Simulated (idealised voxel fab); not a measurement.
process module | voxel capacitor over wiring
cross-section cut | 180 nm wide | cells 5 nm
A cross-section is a grid of square cells, given in bands from the top down. A band is one or more rows of cells.
Each band's line starts with the height of the band's top and of its bottom, in nm. Then come its materials from left to right, each with its width in nm. One material with "throughout" fills the band from edge to edge. "air" is empty space.
Height 0 is the level under which the wafer as received is all one material. The lowest band goes on downwards, as in "0 down".
A width such as "30 to 40" changes by the same amount from each row of cells to the next, from the band's top row to its bottom row.
"no change" after a step means that no cell of the cross-section changed.
closed voids: empty space of 8 cells or more with no open way to the top, each as width x height at its distance from the left edge, in nm
after a step's settings: what the simulator itself notes on the step
overlay nm, on a step with a mask: how far to the right of its planned place the mask lay; to the left if negative
plan
1 op RECEIVE | material Si
2 op CONFORMAL_DEP | material SiO2 | thk nm 15
3 op CONFORMAL_DEP | material SiCN | thk nm 5
4 op DIRECTIONAL_DEP | material SiO2 | thk nm 25
5 op MASKED_ETCH | tone open | mask id METAL_1 | width nm 25 | pitch nm 75 | etch materials SiO2 | depth nm 25 | overlay nm 0
6 op MASKED_ETCH | tone open | mask id METAL_1 | width nm 25 | pitch nm 75 | etch materials SiCN | depth nm 5 | overlay nm 0
7 op CONFORMAL_DEP | material TiN | thk nm 5
8 op FILL_DEP | material W | thk nm 10
9 op CMP | height nm 45
10 op CONFORMAL_DEP | material SiCN | thk nm 5
11 op DIRECTIONAL_DEP | material SiO2 | thk nm 20
12 op MASKED_ETCH | tone open | mask id PLUG_1 | width nm 15 | etch materials SiO2 | depth nm 20 | overlay nm 0
13 op MASKED_ETCH | tone open | mask id PLUG_1 | width nm 15 | etch materials SiCN | depth nm 5 | overlay nm 0
14 op EPI | material Ru | thk nm 10
15 op EPI | material Ru | thk nm 10
16 op EPI | material Ru | thk nm 5
17 op DIRECTIONAL_DEP | material TiN | thk nm 10
18 op DIRECTIONAL_DEP | material SiN | thk nm 5
19 op DIRECTIONAL_DEP | material TiN | thk nm 10
20 op MASKED_ETCH | tone cover | mask id UPPER_PLATE | width nm 55 | etch materials TiN | depth nm 10 | overlay nm 0
21 op MASKED_ETCH | tone cover | mask id UPPER_PLATE | width nm 55 | etch materials SiN | depth nm 5 | overlay nm 0
22 op PATTERN | tone cover | mask id LOWER_PLATE | material resist | width nm 65 | thk nm 20 | overlay nm 0
23 op DIRECTIONAL_ETCH | etch materials TiN | depth nm 10
24 op STRIP | etch materials resist
25 op FILL_DEP | material SiO2 | thk nm 15
26 op CMP | height nm 105
27 op MASKED_ETCH | tone open | mask id PLUG_2 | width nm 15 | etch materials SiO2 | depth nm 10 | overlay nm 0
28 op CONFORMAL_DEP | material TiN | thk nm 5
29 op FILL_DEP | material Cu | thk nm 10
30 op CMP | height nm 105
31 op CONFORMAL_DEP | material SiN | thk nm 5
as received, after step 1
  0 down: Si throughout
  closed voids: none
first wafer at the end, as planned
  110 to 105: SiN throughout
  105 to 100: SiO2 60 | TiN 5 | Cu 5 | TiN 5 | SiO2 105
  100 to 95: SiO2 60 | TiN 15 | SiO2 105
  95 to 85: SiO2 50 | TiN 55 | SiO2 75
  85 to 80: SiO2 50 | SiN 55 | SiO2 75
  80 to 70: SiO2 45 | TiN 65 | SiO2 70
  70 to 50: SiO2 50 | Ru 15 | SiO2 115
  50 to 45: SiCN 50 | Ru 15 | SiCN 115
  45 to 20: SiO2 40 | TiN 5 | W 15 | TiN 5 | SiO2 50 | TiN 5 | W 15 | TiN 5 | SiO2 40
  20 to 15: SiCN 40 | TiN 25 | SiCN 50 | TiN 25 | SiCN 40
  15 to 0: SiO2 throughout
  0 down: Si throughout
  closed voids: none
second wafer at the end: like start, like plan, one mistake
  110 to 105: SiN throughout
  105 to 100: SiO2 60 | TiN 5 | Cu 5 | TiN 5 | SiO2 105
  100 to 95: SiO2 60 | TiN 15 | SiO2 105
  95 to 90: SiO2 50 | SiN 55 | SiO2 75
  90 to 80: SiO2 45 | TiN 65 | SiO2 70
  80 to 70: TiN throughout
  70 to 50: SiO2 50 | Ru 15 | SiO2 115
  50 to 45: SiCN 50 | Ru 15 | SiCN 115
  45 to 20: SiO2 40 | TiN 5 | W 15 | TiN 5 | SiO2 50 | TiN 5 | W 15 | TiN 5 | SiO2 40
  20 to 15: SiCN 40 | TiN 25 | SiCN 50 | TiN 25 | SiCN 40
  15 to 0: SiO2 throughout
  0 down: Si throughout
  closed voids: none
what went wrong: steps 18 and 19 were swapped
at the end the second wafer has, in cells: 50 fewer of SiO2 | 50 more of TiN
